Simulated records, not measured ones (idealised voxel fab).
process module | voxel fin reveal
cross-section cut | 210 nm wide | cells 5 nm
A cross-section is a grid of square cells, given in bands from the top down. A band is one or more rows of cells.
Each band's line starts with the height of the band's top and of its bottom, in nm. Then come its materials from left to right, each with its width in nm. One material with "throughout" fills the band from edge to edge. "air" is empty space.
Height 0 is the level under which the wafer as received is all one material. The lowest band goes on downwards, as in "0 down".
A width such as "30 to 40" changes by the same amount from each row of cells to the next, from the band's top row to its bottom row.
"no change" after a step means that no cell of the cross-section changed.
closed voids: empty space of 8 cells or more with no open way to the top, each as width x height at its distance from the left edge, in nm
after a step's settings: what the simulator itself notes on the step
overlay nm, on a step with a mask: how far to the right of its planned place the mask lay; to the left if negative
plan
1 op RECEIVE | material Si
2 op CONFORMAL_DEP | material SiN | thk nm 10
3 op DIRECTIONAL_DEP | material aC | thk nm 15
4 op PATTERN | tone cover | mask id FINS | material resist | width nm 15 | pitch nm 40 | thk nm 35 | overlay nm 0
5 op DIRECTIONAL_ETCH | etch materials aC | depth nm 15
6 op STRIP | etch materials resist
7 op DIRECTIONAL_ETCH | etch materials SiN | depth nm 10
8 op DIRECTIONAL_ETCH | etch materials Si | depth nm 35
9 op STRIP | etch materials aC
10 op FILL_DEP | material SiO2 | thk nm 5
11 op CMP | height nm 10
12 op SELECTIVE_ETCH | etch materials SiO2 | depth nm 30
13 op STRIP | etch materials SiN
14 op CONFORMAL_DEP | material SiO2 | thk nm 5
as received, after step 1
  0 down: Si throughout
  closed voids: none
first wafer at the end, as planned
  5 to 0: air 50 | SiO2 25 | air 15 | SiO2 25 | air 15 | SiO2 25 | air 55
  0 to -15: air 50 | SiO2 5 | Si 15 | SiO2 5 | air 15 | SiO2 5 | Si 15 | SiO2 5 | air 15 | SiO2 5 | Si 15 | SiO2 5 | air 55
  -15 to -35: SiO2 55 | Si 15 | SiO2 25 | Si 15 | SiO2 25 | Si 15 | SiO2 60
  -35 down: Si throughout
  closed voids: none
second wafer at the end: like start, like plan, one mistake
  5 to 0: air 50 | SiO2 25 | air 15 | SiO2 25 | air 15 | SiO2 25 | air 55
  0 to -15: air 50 | SiO2 5 | Si 15 | SiO2 5 | air 15 | SiO2 5 | Si 15 | SiO2 5 | air 15 | SiO2 5 | Si 15 | SiO2 5 | air 55
  -15 to -25: SiO2 30 | air 20 | SiO2 5 | Si 15 | SiO2 5 | air 15 | SiO2 5 | Si 15 | SiO2 5 | air 15 | SiO2 5 | Si 15 | SiO2 5 | air 20 | SiO2 35
  -25 to -35: SiO2 55 | Si 15 | SiO2 25 | Si 15 | SiO2 25 | Si 15 | SiO2 60
  -35 down: Si throughout
  closed voids: none
what went wrong: steps 12 and 13 were swapped
at the end the second wafer has, in cells: 28 fewer of SiO2
